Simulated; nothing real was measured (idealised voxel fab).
process module | voxel transistor to metal
cross-section cut | 295 nm wide | cells 5 nm
A cross-section is a grid of square cells, given in bands from the top down. A band is one or more rows of cells.
Each band's line starts with the height of the band's top and of its bottom, in nm. Then come its materials from left to right, each with its width in nm. One material with "throughout" fills the band from edge to edge. "air" is empty space.
Height 0 is the level under which the wafer as received is all one material. The lowest band goes on downwards, as in "0 down".
A width such as "30 to 40" changes by the same amount from each row of cells to the next, from the band's top row to its bottom row.
"no change" after a step means that no cell of the cross-section changed.
closed voids: empty space of 8 cells or more with no open way to the top, each as width x height at its distance from the left edge, in nm
after a step's settings: what the simulator itself notes on the step
overlay nm, on a step with a mask: how far to the right of its planned place the mask lay; to the left if negative
plan
1 op RECEIVE | material Si
2 op OXIDIZE | depth nm 5
3 op CONFORMAL_DEP | material SiN | thk nm 15
4 op DIRECTIONAL_DEP | material aC | thk nm 10
5 op PATTERN | tone cover | mask id ACTIVE | material resist | width nm 95 | pitch nm 125 | thk nm 30 | overlay nm 0
6 op DIRECTIONAL_ETCH | etch materials aC | depth nm 10
7 op STRIP | etch materials resist
8 op DIRECTIONAL_ETCH | etch materials SiN | depth nm 15
9 op DIRECTIONAL_ETCH | etch materials SiO2 | depth nm 5
10 op DIRECTIONAL_ETCH | etch materials Si | depth nm 30
11 op STRIP | etch materials aC
12 op OXIDIZE | depth nm 5
13 op FILL_DEP | material SiO2 | thk nm 10
14 op CMP | height nm 15
15 op SELECTIVE_ETCH | etch materials SiO2 | depth nm 10
16 op STRIP | etch materials SiN
17 op SELECTIVE_ETCH | etch materials SiO2 | depth nm 5
18 op OXIDIZE | depth nm 5
19 op DIRECTIONAL_DEP | material polySi | thk nm 20
20 op DIRECTIONAL_DEP | material SiCN | thk nm 10
21 op PATTERN | tone cover | mask id GATE | material resist | width nm 15 | pitch nm 125 | thk nm 15 | overlay nm 0
22 op DIRECTIONAL_ETCH | etch materials SiCN | depth nm 20
23 op DIRECTIONAL_ETCH | etch materials polySi | depth nm 30
24 op STRIP | etch materials resist
25 op CONFORMAL_DEP | material SiN | thk nm 5
26 op DIRECTIONAL_ETCH | etch materials SiN | depth nm 5
27 op DIRECTIONAL_ETCH | etch materials SiO2 | depth nm 5
28 op DIRECTIONAL_ETCH | etch materials Si | depth nm 10
29 op EPI | material SiGe | thk nm 15
30 op FILL_DEP | material SiO2 | thk nm 5
31 op CMP | height nm 25
32 op DIRECTIONAL_DEP | material SiO2 | thk nm 15
33 op MASKED_ETCH | tone open | mask id CONTACT | width nm 25 | etch materials SiO2 | depth nm 45 | overlay nm 0
34 op CONFORMAL_DEP | material TiN | thk nm 5
35 op FILL_DEP | material Ru | thk nm 5
36 op CMP | height nm 40
37 op DIRECTIONAL_DEP | material TiN | thk nm 5
38 op DIRECTIONAL_DEP | material Ru | thk nm 15
39 op MASKED_ETCH | tone cover | mask id METAL_1 | width nm 15 | etch materials Ru | depth nm 15 | overlay nm 0
40 op MASKED_ETCH | tone cover | mask id METAL_1 | width nm 15 | etch materials TiN | depth nm 5 | overlay nm 0
41 op CONFORMAL_DEP | material SiCN | thk nm 5
42 op FILL_DEP | material lowk | thk nm 10
43 op CMP | height nm 60
44 op CONFORMAL_DEP | material SiN | thk nm 5
as received, after step 1
  0 down: Si throughout
  closed voids: none
first wafer at the end, as planned
  65 to 60: SiN throughout
  60 to 45: lowk 40 | SiCN 5 | Ru 15 | SiCN 5 | lowk 35 | SiCN 5 | Ru 15 | SiCN 5 | lowk 40 | SiCN 5 | Ru 15 | SiCN 5 | lowk 35 | SiCN 5 | Ru 15 | SiCN 5 | lowk 45
  45 to 40: SiCN 45 | TiN 15 | SiCN 45 | TiN 15 | SiCN 50 | TiN 15 | SiCN 45 | TiN 15 | SiCN 50
  40 to 25: SiO2 45 | TiN 5 | Ru 15 | TiN 5 | SiO2 25 | TiN 5 | Ru 15 | TiN 5 | SiO2 50 | TiN 5 | Ru 15 | TiN 5 | SiO2 25 | TiN 5 | Ru 15 | TiN 5 | SiO2 50
  25 to 15: SiO2 45 | TiN 5 | Ru 15 | TiN 5 | SiN 5 | SiCN 15 | SiN 5 | TiN 5 | Ru 15 | TiN 5 | SiO2 50 | TiN 5 | Ru 15 | TiN 5 | SiN 5 | SiCN 15 | SiN 5 | TiN 5 | Ru 15 | TiN 5 | SiO2 50
  15 to 10: SiO2 45 | TiN 5 | Ru 15 | TiN 5 | SiN 5 | polySi 15 | SiN 5 | TiN 5 | Ru 15 | TiN 5 | SiO2 50 | TiN 5 | Ru 15 | TiN 5 | SiN 5 | polySi 15 | SiN 5 | TiN 5 | Ru 15 | TiN 5 | SiO2 50
  10 to 5: SiO2 45 | TiN 25 | SiN 5 | polySi 15 | SiN 5 | TiN 25 | SiO2 50 | TiN 25 | SiN 5 | polySi 15 | SiN 5 | TiN 25 | SiO2 50
  5 to 0: SiO2 45 | TiN 10 | SiGe 15 | SiN 5 | polySi 15 | SiN 5 | SiGe 15 | TiN 10 | SiO2 50 | TiN 10 | SiGe 15 | SiN 5 | polySi 15 | SiN 5 | SiGe 15 | TiN 10 | SiO2 50
  0 to -5: SiO2 30 | SiN 5 | SiO2 10 | TiN 10 | SiGe 15 | SiN 5 | polySi 15 | SiN 5 | SiGe 15 | TiN 10 | SiO2 10 | SiN 5 | SiO2 20 | SiN 5 | SiO2 10 | TiN 10 | SiGe 15 | SiN 5 | polySi 15 | SiN 5 | SiGe 15 | TiN 10 | SiO2 10 | SiN 5 | SiO2 35
  -5 to -10: SiO2 35 | SiGe 35 | SiO2 25 | SiGe 35 | SiO2 30 | SiGe 35 | SiO2 25 | SiGe 35 | SiO2 40
  -10 to -20: SiO2 40 | SiGe 30 | Si 25 | SiGe 30 | SiO2 40 | SiGe 30 | Si 25 | SiGe 30 | SiO2 45
  -20 to -40: SiO2 40 | Si 85 | SiO2 40 | Si 85 | SiO2 45
  -40 down: Si throughout
  closed voids: none
second wafer at the end: like start, like plan, one mistake
  65 to 60: SiN throughout
  60 to 45: lowk 40 | SiCN 5 | Ru 15 | SiCN 5 | lowk 35 | SiCN 5 | Ru 15 | SiCN 5 | lowk 40 | SiCN 5 | Ru 15 | SiCN 5 | lowk 35 | SiCN 5 | Ru 15 | SiCN 5 | lowk 45
  45 to 40: SiCN 45 | TiN 15 | SiCN 45 | TiN 15 | SiCN 50 | TiN 15 | SiCN 45 | TiN 15 | SiCN 50
  40 to 25: SiO2 45 | TiN 5 | Ru 15 | TiN 5 | SiO2 25 | TiN 5 | Ru 15 | TiN 5 | SiO2 50 | TiN 5 | Ru 15 | TiN 5 | SiO2 25 | TiN 5 | Ru 15 | TiN 5 | SiO2 50
  25 to 15: SiO2 45 | TiN 5 | Ru 15 | TiN 5 | SiN 5 | SiCN 15 | SiN 5 | TiN 5 | Ru 15 | TiN 5 | SiO2 50 | TiN 5 | Ru 15 | TiN 5 | SiN 5 | SiCN 15 | SiN 5 | TiN 5 | Ru 15 | TiN 5 | SiO2 50
  15 to 10: SiO2 45 | TiN 25 | SiN 5 | polySi 15 | SiN 5 | TiN 25 | SiO2 50 | TiN 25 | SiN 5 | polySi 15 | SiN 5 | TiN 25 | SiO2 50
  10 to 5: SiO2 70 | SiN 5 | polySi 15 | SiN 5 | SiO2 100 | SiN 5 | polySi 15 | SiN 5 | SiO2 75
  5 to 0: SiO2 55 | SiGe 15 | SiN 5 | polySi 15 | SiN 5 | SiGe 15 | SiO2 70 | SiGe 15 | SiN 5 | polySi 15 | SiN 5 | SiGe 15 | SiO2 60
  0 to -5: SiO2 30 | SiN 5 | SiO2 20 | SiGe 15 | SiN 5 | polySi 15 | SiN 5 | SiGe 15 | SiO2 20 | SiN 5 | SiO2 20 | SiN 5 | SiO2 20 | SiGe 15 | SiN 5 | polySi 15 | SiN 5 | SiGe 15 | SiO2 20 | SiN 5 | SiO2 35
  -5 to -10: SiO2 35 | SiGe 35 | SiO2 25 | SiGe 35 | SiO2 30 | SiGe 35 | SiO2 25 | SiGe 35 | SiO2 40
  -10 to -20: SiO2 40 | SiGe 30 | Si 25 | SiGe 30 | SiO2 40 | SiGe 30 | Si 25 | SiGe 30 | SiO2 45
  -20 to -40: SiO2 40 | Si 85 | SiO2 40 | Si 85 | SiO2 45
  -40 down: Si throughout
  closed voids: none
what went wrong: step 32 was run twice
at the end the second wafer has, in cells: 12 fewer of Ru | 36 more of SiO2 | 24 fewer of TiN
